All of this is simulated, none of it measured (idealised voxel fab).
A process module follows: voxel capacitor over wiring.
Cross-section cut: width 195 nm, square cells of 5 nm.
A cross-section is written here as square cells arranged in a grid, and it is given in bands from the top down, each band taking up one or more rows of cells.
Quick guide to a band line: top height, bottom height (nm) up front; then every material left to right with its width in nm. Only one material and it's marked "edge to edge"? Then it fills the band edge to edge. And "empty" just means empty space.
Measure heights from 0. That's the level where, below it, the as-received wafer is all one material. The lowest band is bottomless and extends downward; write it as in "0 nm and below".
A two-number width, for instance "30->40", indicates that the width is equal to the first number in the top row of the band and to the second number in the bottom row, and that it changes by a constant amount per row of cells.
What does "stayed the same" mean for a step? It means no cell of the cross-section changed in that step.
Basically, "Closed void catalog" tells you about the enclosed voids: empty spaces with no open way to the top, 8 cells or bigger, each written width x height at distance, where distance is from the left edge, all in nm.
Note: text after step settings on the step line = simulator remark on that step.
If you see "overlay nm" on a step's line and that step has a mask, it's telling you how far right of where it was planned the mask ended up; a negative number means it went left instead.
Steps in the process plan:
1,RECEIVE, material Si
2,CONFORMAL_DEP, material SiO2, thk nm 10
3,CONFORMAL_DEP, material SiCN, thk nm 5
4,DIRECTIONAL_DEP, material SiO2, thk nm 20
5,PATTERN, tone open, mask id METAL_1, material resist, width nm 30, pitch nm 100, thk nm 15, overlay nm 0
6,DIRECTIONAL_ETCH, etch materials SiO2, depth nm 20
7,DIRECTIONAL_ETCH, etch materials SiCN, depth nm 5
8,STRIP, etch materials resist
9,CONFORMAL_DEP, material TiN, thk nm 5
10,FILL_DEP, material W, thk nm 5
11,CMP, height nm 35
12,EPI, material Ru, thk nm 5
13,FILL_DEP, material SiCN, thk nm 5
14,DIRECTIONAL_DEP, material lowk, thk nm 15
15,PATTERN, tone open, mask id PLUG_1, material resist, width nm 15, thk nm 15, overlay nm 0
16,DIRECTIONAL_ETCH, etch materials lowk, depth nm 15
17,DIRECTIONAL_ETCH, etch materials SiCN, depth nm 5
18,STRIP, etch materials resist
19,EPI, material Ru, thk nm 10
20,EPI, material Ru, thk nm 10
21,DIRECTIONAL_DEP, material TiN, thk nm 5
22,DIRECTIONAL_DEP, material Al2O3, thk nm 5
23,DIRECTIONAL_DEP, material TiN, thk nm 10
24,PATTERN, tone cover, mask id UPPER_PLATE, material resist, width nm 75, thk nm 20, overlay nm 0
25,DIRECTIONAL_ETCH, etch materials TiN, depth nm 10
26,DIRECTIONAL_ETCH, etch materials Al2O3, depth nm 5
27,STRIP, etch materials resist
28,PATTERN, tone cover, mask id LOWER_PLATE, material resist, width nm 85, thk nm 15, overlay nm 0
29,DIRECTIONAL_ETCH, etch materials TiN, depth nm 5
30,STRIP, etch materials resist
31,FILL_DEP, material SiO2, thk nm 20
32,CMP, height nm 95
33,DIRECTIONAL_DEP, material aC, thk nm 15
34,PATTERN, tone open, mask id PLUG_2, material resist, width nm 15, thk nm 30, overlay nm -15
35,DIRECTIONAL_ETCH, etch materials aC, depth nm 15
36,STRIP, etch materials resist
37,DIRECTIONAL_ETCH, etch materials SiO2, depth nm 15
38,STRIP, etch materials aC
39,CONFORMAL_DEP, material TiN, thk nm 5
40,FILL_DEP, material Cu, thk nm 10
41,CMP, height nm 95
42,CONFORMAL_DEP, material SiCN, thk nm 5
Heads up: all these wafers start the same, and what changes between them is the overlay nm in step 34. The value you see in the plan is just what the first wafer got.
Step 1 complete: as-received cross-section of the first of several wafers:
0 nm and below  Si edge to edge
Closed void catalog: none
Each wafer at the end: cells of each material gained (+) or lost (-) since it was received, then its closed voids:
overlay nm -15; +15 Al2O3; +2 Cu; +28 Ru; +125 SiCN; +388 SiO2; +82 TiN; +32 W; +108 lowk; Closed void catalog: none
overlay nm -10; +15 Al2O3; +2 Cu; +28 Ru; +125 SiCN; +388 SiO2; +82 TiN; +32 W; +108 lowk; Closed void catalog: none
overlay nm -5; +15 Al2O3; +2 Cu; +28 Ru; +125 SiCN; +388 SiO2; +82 TiN; +32 W; +108 lowk; Closed void catalog: none
overlay nm 0; +15 Al2O3; +2 Cu; +28 Ru; +125 SiCN; +388 SiO2; +82 TiN; +32 W; +108 lowk; Closed void catalog: none
overlay nm 5; +15 Al2O3; +2 Cu; +28 Ru; +125 SiCN; +388 SiO2; +82 TiN; +32 W; +108 lowk; Closed void catalog: none
overlay nm 10; +15 Al2O3; +2 Cu; +28 Ru; +125 SiCN; +388 SiO2; +82 TiN; +32 W; +108 lowk; Closed void catalog: none
overlay nm 15; +15 Al2O3; +2 Cu; +28 Ru; +125 SiCN; +388 SiO2; +82 TiN; +32 W; +108 lowk; Closed void catalog: none
